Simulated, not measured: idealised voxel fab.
The following is a process module called voxel transistor to metal.
cross-section cut | 300 nm wide | cells 5 nm
When this document writes out a cross-section, it uses a grid of square cells and lists it as bands, beginning at the top and moving down, with a band standing for one or more rows of cells.
Look at the band entry: it leads with the top's height and the bottom's height in nm. Then it lists the materials left to right, with a width in nm for each. The word "edge to edge" on a single material says that material fills the band edge to edge. The word "empty" is empty space.
Height 0 is the level under which the wafer as received is all one material. The lowest band goes on downwards, as in "from 0 down".
Top row gets the first number, bottom row gets the second, and each row in between changes by the same step: that is how a band width like "30 to 40" works.
"everything unchanged" after a step means that no cell of the cross-section changed.
Listed in "Sealed cavities": every empty space of 8 or more cells without an open way to the top. Form: width x height at distance, the distance being from the left edge, all in nm.
On a step's line, text after the settings is the simulator commenting on that step.
"overlay nm" denotes, for a step that has a mask, the displacement of the mask to the right of its planned place, with negative values corresponding to the left.

These are the steps we planned for the process
1 op RECEIVE | material Si
2 op CONFORMAL_DEP | material SiO2 | thk nm 5
3 op CONFORMAL_DEP | material SiN | thk nm 10
4 op PATTERN | tone cover | mask id ACTIVE | material resist | width nm 100 | pitch nm 125 | thk nm 20 | overlay nm 0
5 op DIRECTIONAL_ETCH | etch materials SiN | depth nm 10
6 op DIRECTIONAL_ETCH | etch materials SiO2 | depth nm 5
7 op DIRECTIONAL_ETCH | etch materials Si | depth nm 20
8 op STRIP | etch materials resist
9 op FILL_DEP | material SiO2 | thk nm 5
10 op CMP | height nm 15
11 op SELECTIVE_ETCH | etch materials SiO2 | depth nm 5
12 op STRIP | etch materials SiN
13 op SELECTIVE_ETCH | etch materials SiO2 | depth nm 5
14 op OXIDIZE | depth nm 5
15 op DIRECTIONAL_DEP | material polySi | thk nm 25
16 op DIRECTIONAL_DEP | material SiCN | thk nm 10
17 op PATTERN | tone cover | mask id GATE | material resist | width nm 20 | pitch nm 125 | thk nm 20 | overlay nm 0
18 op DIRECTIONAL_ETCH | etch materials SiCN | depth nm 20
19 op DIRECTIONAL_ETCH | etch materials polySi | depth nm 35
20 op STRIP | etch materials resist
21 op CONFORMAL_DEP | material SiN | thk nm 10
22 op DIRECTIONAL_ETCH | etch materials SiN | depth nm 10
23 op DIRECTIONAL_ETCH | etch materials SiO2 | depth nm 5
24 op EPI | material nSi | thk nm 5
25 op FILL_DEP | material SiO2 | thk nm 5
26 op CMP | height nm 35
27 op DIRECTIONAL_DEP | material SiO2 | thk nm 10
28 op PATTERN | tone open | mask id CONTACT | material resist | width nm 25 | thk nm 20 | overlay nm 0
29 op DIRECTIONAL_ETCH | etch materials SiO2 | depth nm 45
30 op STRIP | etch materials resist
31 op CONFORMAL_DEP | material TiN | thk nm 5
32 op FILL_DEP | material W | thk nm 5
33 op CMP | height nm 45
34 op DIRECTIONAL_DEP | material TiN | thk nm 5
35 op DIRECTIONAL_DEP | material Ru | thk nm 25
36 op MASKED_ETCH | tone cover | mask id METAL_1 | width nm 15 | etch materials Ru | depth nm 25 | overlay nm 0
37 op MASKED_ETCH | tone cover | mask id METAL_1 | width nm 15 | etch materials TiN | depth nm 5 | overlay nm 0
38 op FILL_DEP | material SiO2 | thk nm 5
39 op CMP | height nm 75
40 op CONFORMAL_DEP | material SiN | thk nm 5

Wafer at receipt (post step 1), cross-section
* from 0 down: Si edge to edge
* Sealed cavities: none

First of two wafers, end-of-module section, run followed plan
* from 80 to 75: SiN edge to edge
* from 75 to 50: 45 SiO2  15 Ru  50 SiO2  15 Ru  45 SiO2  15 Ru  50 SiO2  15 Ru  50 SiO2
* from 50 to 45: 45 SiO2  15 TiN  50 SiO2  15 TiN  45 SiO2  15 TiN  50 SiO2  15 TiN  50 SiO2
* from 45 to 35: 45 SiO2  5 TiN  15 to 10 W  5 to 10 TiN  30 SiO2  5 to 10 TiN  15 to 10 W  5 TiN  45 SiO2  5 TiN  15 to 10 W  5 to 10 TiN  30 SiO2  5 to 10 TiN  15 to 10 W  5 TiN  50 SiO2
* from 35 to 25: 45 SiO2  5 TiN  10 W  5 TiN  10 SiN  20 SiCN  10 SiN  5 TiN  10 W  5 TiN  45 SiO2  5 TiN  10 W  5 TiN  10 SiN  20 SiCN  10 SiN  5 TiN  10 W  5 TiN  50 SiO2
* from 25 to 5: 45 SiO2  5 TiN  10 W  5 TiN  10 SiN  20 polySi  10 SiN  5 TiN  10 W  5 TiN  45 SiO2  5 TiN  10 W  5 TiN  10 SiN  20 polySi  10 SiN  5 TiN  10 W  5 TiN  50 SiO2
* from 5 to 0: 30 SiO2  10 SiN  5 SiO2  20 TiN  10 SiN  20 polySi  10 SiN  20 TiN  5 SiO2  10 SiN  15 SiO2  10 SiN  5 SiO2  20 TiN  10 SiN  20 polySi  10 SiN  20 TiN  5 SiO2  10 SiN  35 SiO2
* from 0 to -5: 40 SiO2  25 nSi  40 SiO2  25 nSi  35 SiO2  25 nSi  40 SiO2  25 nSi  45 SiO2
* from -5 to -20: 35 SiO2  100 Si  25 SiO2  100 Si  40 SiO2
* from -20 down: Si edge to edge
* Sealed cavities: none

Cross-section of the latter of the two wafers at module completion. It had an identical start and an identical plan to the former; in running it, one mistake was made
* from 80 to 75: SiN edge to edge
* from 75 to 50: 45 SiO2  15 Ru  50 SiO2  15 Ru  45 SiO2  15 Ru  50 SiO2  15 Ru  50 SiO2
* from 50 to 45: 45 SiO2  15 TiN  50 SiO2  15 TiN  45 SiO2  15 TiN  50 SiO2  15 TiN  50 SiO2
* from 45 to 35: 45 SiO2  5 TiN  15 to 10 W  5 to 10 TiN  30 SiO2  5 to 10 TiN  15 to 10 W  5 TiN  45 SiO2  5 TiN  15 to 10 W  5 to 10 TiN  30 SiO2  5 to 10 TiN  15 to 10 W  5 TiN  50 SiO2
* from 35 to 25: 45 SiO2  5 TiN  10 W  5 TiN  10 SiN  20 SiCN  10 SiN  5 TiN  10 W  5 TiN  45 SiO2  5 TiN  10 W  5 TiN  10 SiN  20 SiCN  10 SiN  5 TiN  10 W  5 TiN  50 SiO2
* from 25 to 5: 45 SiO2  5 TiN  10 W  5 TiN  10 SiN  20 polySi  10 SiN  5 TiN  10 W  5 TiN  45 SiO2  5 TiN  10 W  5 TiN  10 SiN  20 polySi  10 SiN  5 TiN  10 W  5 TiN  50 SiO2
* from 5 to 0: 30 SiO2  10 SiN  5 SiO2  20 TiN  10 SiN  20 polySi  10 SiN  20 TiN  10 SiO2  10 SiN  10 SiO2  10 SiN  5 SiO2  20 TiN  10 SiN  20 polySi  10 SiN  20 TiN  10 SiO2  10 SiN  30 SiO2
* from 0 to -5: 40 SiO2  25 nSi  40 SiO2  30 nSi  30 SiO2  25 nSi  40 SiO2  30 nSi  40 SiO2
* from -5 to -20: 35 SiO2  105 Si  20 SiO2  105 Si  35 SiO2
* from -20 down: Si edge to edge
* Sealed cavities: none
Which mistake was made when the wafer was run? note that step 4 departed from the planned setting and was carried out as op PATTERN | tone cover | mask id ACTIVE | material resist | width nm 105 | pitch nm 125 | thk nm 20 | overlay nm 0
Final cells, second wafer relative to first, materials higher or lower: +6 Si, -8 SiO2, +2 nSi
